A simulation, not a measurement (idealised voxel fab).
Presented below is a process module, voxel tone inversion.
The cross-section shown here is cut; it is 180 nm wide and divided into square cells measuring 5 nm on a side.
Notation: cross-section as square-cell grid; stated in bands, top first, going down; one or more cell rows per band. Band entry format. Leading values: height of top, height of bottom, nm. Remainder: materials in left-to-right order, each with its width in nm. Special words: "edge to edge" on a single material, which then fills the band edge to edge; "empty", empty space. The reference from which all heights are counted is 0, the level beneath which the as-received wafer is entirely one material; the lowest band, having no lower bound, proceeds downward and is written after the example "from 0 down". Per-row width for "30 to 40": begins at first number (top row of band), ends at second number (bottom row), increment between rows held constant. Step note "stayed the same" = no cross-section cell changed. "Unvented voids" lists enclosed empty spaces (at least 8 cells, no open path upward to the top), each as width x height at distance from the left edge, in nm. Heads up: the bit after the settings on a step's line is the simulator's remark on that step. Among the settings permitted on a step's line is "overlay nm"; applied to a step with a mask, it specifies the extent to which the mask lay to the right of its planned position, whereas a negative figure signifies a position to the left.

# The following list gives the planned process steps
| 1 | RECEIVE [material Si] |
| 2 | CONFORMAL_DEP [material SiCN] [thk nm 5] |
| 3 | DIRECTIONAL_DEP [material aC] [thk nm 15] |
| 4 | PATTERN [tone cover] [mask id POSTS] [material resist] [width nm 15] [pitch nm 45] [thk nm 25] [overlay nm 0] |
| 5 | DIRECTIONAL_ETCH [etch materials aC] [depth nm 15] |
| 6 | STRIP [etch materials resist] |
| 7 | FILL_DEP [material SiO2] [thk nm 10] |
| 8 | CMP [height nm 20] |
| 9 | STRIP [etch materials aC] |

# Cross-section of the wafer at receipt, which is the condition after step 1
    from 0 down | Si edge to edge
    Unvented voids: none

# Starting wafer: above. Plan: above. Run: one mistake. Cross-section after the module: below
    from 20 to 15 | SiO2 60 | empty 15 | SiO2 30 | empty 15 | SiO2 60
    from 15 to 0 | SiCN edge to edge
    from 0 down | Si edge to edge
    Unvented voids: none
The mistake made against the process plan was this: step 2, actual vs plan mismatch, actual run CONFORMAL_DEP [material SiCN] [thk nm 15]
